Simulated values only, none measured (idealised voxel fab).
process module | voxel gate over fins
cross-section cut | 250 nm wide | cells 5 nm
A cross-section is a grid of square cells, given in bands from the top down. A band is one or more rows of cells.
Each band's line starts with the height of the band's top and of its bottom, in nm. Then come its materials from left to right, each with its width in nm. One material with "throughout" fills the band from edge to edge. "air" is empty space.
Height 0 is the level under which the wafer as received is all one material. The lowest band goes on downwards, as in "0 down".
A width such as "30 to 40" changes by the same amount from each row of cells to the next, from the band's top row to its bottom row.
"no change" after a step means that no cell of the cross-section changed.
closed voids: empty space of 8 cells or more with no open way to the top, each as width x height at its distance from the left edge, in nm
after a step's settings: what the simulator itself notes on the step
overlay nm, on a step with a mask: how far to the right of its planned place the mask lay; to the left if negative
plan
1 op RECEIVE | material Si
2 op CONFORMAL_DEP | material SiN | thk nm 5
3 op PATTERN | tone cover | mask id FINS | material resist | width nm 15 | pitch nm 35 | thk nm 20 | overlay nm 0
4 op DIRECTIONAL_ETCH | etch materials SiN | depth nm 5
5 op DIRECTIONAL_ETCH | etch materials Si | depth nm 30
6 op STRIP | etch materials resist
7 op FILL_DEP | material SiO2 | thk nm 10
8 op CMP | height nm 5
9 op SELECTIVE_ETCH | etch materials SiO2 | depth nm 15
10 op STRIP | etch materials SiN
11 op CONFORMAL_DEP | material HfO2 | thk nm 5
12 op CONFORMAL_DEP | material TiN | thk nm 5
13 op FILL_DEP | material W | thk nm 15
14 op CMP | height nm 20
15 op CONFORMAL_DEP | material SiN | thk nm 5
first wafer, as planned
as received, after step 1
  0 down: Si throughout
  closed voids: none
after step 2
  5 to 0: SiN throughout
  below 0: unchanged
after step 3
  25 to 5: air 80 | resist 15 | air 20 | resist 15 | air 20 | resist 15 | air 85
  below 5: unchanged
after step 4
  25 to 5: air 80 | resist 15 | air 20 | resist 15 | air 20 | resist 15 | air 85
  5 to 0: air 80 | SiN 15 | air 20 | SiN 15 | air 20 | SiN 15 | air 85
  below 0: unchanged
after step 5
  25 to 5: air 80 | resist 15 | air 20 | resist 15 | air 20 | resist 15 | air 85
  5 to 0: air 80 | SiN 15 | air 20 | SiN 15 | air 20 | SiN 15 | air 85
  0 to -30: air 80 | Si 15 | air 20 | Si 15 | air 20 | Si 15 | air 85
  below -30: unchanged
after step 6
  5 to 0: air 80 | SiN 15 | air 20 | SiN 15 | air 20 | SiN 15 | air 85
  below 0: unchanged
after step 7
  15 to 5: SiO2 throughout
  5 to 0: SiO2 80 | SiN 15 | SiO2 20 | SiN 15 | SiO2 20 | SiN 15 | SiO2 85
  0 to -30: SiO2 80 | Si 15 | SiO2 20 | Si 15 | SiO2 20 | Si 15 | SiO2 85
  below -30: unchanged
after step 8
  5 to 0: SiO2 80 | SiN 15 | SiO2 20 | SiN 15 | SiO2 20 | SiN 15 | SiO2 85
  below 0: unchanged
after step 9
  5 to 0: air 80 | SiN 15 | air 20 | SiN 15 | air 20 | SiN 15 | air 85
  0 to -10: air 80 | Si 15 | air 20 | Si 15 | air 20 | Si 15 | air 85
  below -10: unchanged
after step 10
  0 to -10: air 80 | Si 15 | air 20 | Si 15 | air 20 | Si 15 | air 85
  below -10: unchanged
after step 11
  5 to 0: air 75 | HfO2 25 | air 10 | HfO2 25 | air 10 | HfO2 25 | air 80
  0 to -5: air 75 | HfO2 5 | Si 15 | HfO2 5 | air 10 | HfO2 5 | Si 15 | HfO2 5 | air 10 | HfO2 5 | Si 15 | HfO2 5 | air 80
  -5 to -10: HfO2 80 | Si 15 | HfO2 20 | Si 15 | HfO2 20 | Si 15 | HfO2 85
  below -10: unchanged
after step 12
  10 to 5: air 70 | TiN 105 | air 75
  5 to 0: air 70 | TiN 5 | HfO2 25 | TiN 10 | HfO2 25 | TiN 10 | HfO2 25 | TiN 5 | air 75
  0 to -5: TiN 75 | HfO2 5 | Si 15 | HfO2 5 | TiN 10 | HfO2 5 | Si 15 | HfO2 5 | TiN 10 | HfO2 5 | Si 15 | HfO2 5 | TiN 80
  below -5: unchanged
after step 13
  25 to 10: W throughout
  10 to 5: W 70 | TiN 105 | W 75
  5 to 0: W 70 | TiN 5 | HfO2 25 | TiN 10 | HfO2 25 | TiN 10 | HfO2 25 | TiN 5 | W 75
  below 0: unchanged
after step 14
  20 to 10: W throughout
  below 10: unchanged
after step 15
  25 to 20: SiN throughout
  below 20: unchanged
second wafer: like start, like plan, one mistake. Through step 4 it matches the first wafer
when step 5 should have ended
  25 to 5: air 80 | resist 15 | air 20 | resist 15 | air 20 | resist 15 | air 85
  5 to 0: air 80 | SiN 15 | air 20 | SiN 15 | air 20 | SiN 15 | air 85
  0 to -60: air 80 | Si 15 | air 20 | Si 15 | air 20 | Si 15 | air 85
  below -60: unchanged
when step 6 should have ended
  5 to 0: air 80 | SiN 15 | air 20 | SiN 15 | air 20 | SiN 15 | air 85
  below 0: unchanged
when step 7 should have ended
  15 to 5: SiO2 throughout
  5 to 0: SiO2 80 | SiN 15 | SiO2 20 | SiN 15 | SiO2 20 | SiN 15 | SiO2 85
  0 to -60: SiO2 80 | Si 15 | SiO2 20 | Si 15 | SiO2 20 | Si 15 | SiO2 85
  below -60: unchanged
when step 8 should have ended
  5 to 0: SiO2 80 | SiN 15 | SiO2 20 | SiN 15 | SiO2 20 | SiN 15 | SiO2 85
  below 0: unchanged
when step 9 should have ended
  5 to 0: air 80 | SiN 15 | air 20 | SiN 15 | air 20 | SiN 15 | air 85
  0 to -10: air 80 | Si 15 | air 20 | Si 15 | air 20 | Si 15 | air 85
  below -10: unchanged
when step 10 should have ended
  0 to -10: air 80 | Si 15 | air 20 | Si 15 | air 20 | Si 15 | air 85
  below -10: unchanged
when step 11 should have ended
  5 to 0: air 75 | HfO2 25 | air 10 | HfO2 25 | air 10 | HfO2 25 | air 80
  0 to -5: air 75 | HfO2 5 | Si 15 | HfO2 5 | air 10 | HfO2 5 | Si 15 | HfO2 5 | air 10 | HfO2 5 | Si 15 | HfO2 5 | air 80
  -5 to -10: HfO2 80 | Si 15 | HfO2 20 | Si 15 | HfO2 20 | Si 15 | HfO2 85
  below -10: unchanged
when step 12 should have ended
  10 to 5: air 70 | TiN 105 | air 75
  5 to 0: air 70 | TiN 5 | HfO2 25 | TiN 10 | HfO2 25 | TiN 10 | HfO2 25 | TiN 5 | air 75
  0 to -5: TiN 75 | HfO2 5 | Si 15 | HfO2 5 | TiN 10 | HfO2 5 | Si 15 | HfO2 5 | TiN 10 | HfO2 5 | Si 15 | HfO2 5 | TiN 80
  below -5: unchanged
when step 13 should have ended
  25 to 10: W throughout
  10 to 5: W 70 | TiN 105 | W 75
  5 to 0: W 70 | TiN 5 | HfO2 25 | TiN 10 | HfO2 25 | TiN 10 | HfO2 25 | TiN 5 | W 75
  below 0: unchanged
when step 14 should have ended
  20 to 10: W throughout
  below 10: unchanged
when step 15 should have ended
  25 to 20: SiN throughout
  below 20: unchanged
what went wrong: step 5 was run twice
at the end the second wafer has, in cells: 246 fewer of Si | 246 more of SiO2
